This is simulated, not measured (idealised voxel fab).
The name of this process module is voxel ribs on slabs.
Each square cell in cross-section cut measures 5 nm, and the section as a whole is 255 nm wide.
Bands, listed from the top down, are how a cross-section gets written in this document; the cross-section itself is a grid of square cells, and a band is one or more rows of them. In this notation a band is specified by the heights of its top and bottom, in that order and in nm, after which its materials appear from left to right, each paired with its width in nm. The word "throughout" attached to a single material means that material fills the band from edge to edge; the word "air" stands for empty space. Basically, 0 is our baseline, since under it the wafer straight out of the box is all one material. The bottom band has no lower end and keeps on going down, so it looks like "0 nm and below". With a width like "30->40", each row of cells in the band differs from the next by the same amount, the top row carrying the first number and the bottom row the second. Given "everything unchanged" for a step, no cell of the cross-section differs between before and after that step. Reported under the label "Unvented voids" are the empty spaces having no open way to the top and comprising 8 cells or more; the notation for each is width x height at distance, in which the distance is measured from the left edge and all three values are in nm. Anything after a step's settings on that line? It's the simulator's own note about the step. Steps that use a mask can have "overlay nm" on their line. It says how far the mask sat to the right of where it was meant to be. Negative means to the left.

### Steps planned for the process
1 RECEIVE [material Si]
2 DIRECTIONAL_DEP [material SiO2] [thk nm 30]
3 DIRECTIONAL_DEP [material SiN] [thk nm 15]
4 MASKED_ETCH [tone cover] [mask id RIB] [width nm 20] [etch materials SiN] [depth nm 5] [overlay nm 0]
5 PATTERN [tone cover] [mask id SLAB] [material resist] [width nm 70] [thk nm 20] [overlay nm 0]
6 DIRECTIONAL_ETCH [etch materials SiN] [depth nm 10]
7 STRIP [etch materials resist]
8 FILL_DEP [material SiO2] [thk nm 25]
9 CMP [height nm 60]
10 DIRECTIONAL_DEP [material W] [thk nm 10]
11 DIRECTIONAL_DEP [material aC] [thk nm 15]
12 PATTERN [tone cover] [mask id HEATER] [material resist] [width nm 30] [thk nm 35] [overlay nm 0]
13 DIRECTIONAL_ETCH [etch materials aC] [depth nm 15]
14 STRIP [etch materials resist]
15 DIRECTIONAL_ETCH [etch materials W] [depth nm 10]
16 STRIP [etch materials aC]
17 CONFORMAL_DEP [material SiO2] [thk nm 5]

### Shown in cross-section is the wafer as received, that is, as it stands after step 1
- 0 nm and below: Si throughout
- Unvented voids: none

### The cross-section shown corresponds to the wafer at the conclusion of the module. The initial structure and the process plan are those presented above; however, one mistake occurred in executing the plan
- 75 nm to 70 nm: 105 air, then 40 SiO2, then 110 air
- 70 nm to 65 nm: 105 air, then 5 SiO2, then 30 W, then 5 SiO2, then 110 air
- 65 nm to 60 nm: 110 SiO2, then 30 W, then 115 SiO2
- 60 nm to 45 nm: SiO2 throughout
- 45 nm to 40 nm: 115 SiO2, then 20 SiN, then 120 SiO2
- 40 nm to 30 nm: 95 SiO2, then 70 SiN, then 90 SiO2
- 30 nm to 0 nm: SiO2 throughout
- 0 nm and below: Si throughout
- Unvented voids: none
In executing the process, a mistake was made relative to the plan: step 5 off recipe, ran as PATTERN [tone cover] [mask id SLAB] [material resist] [width nm 70] [thk nm 20] [overlay nm 5]
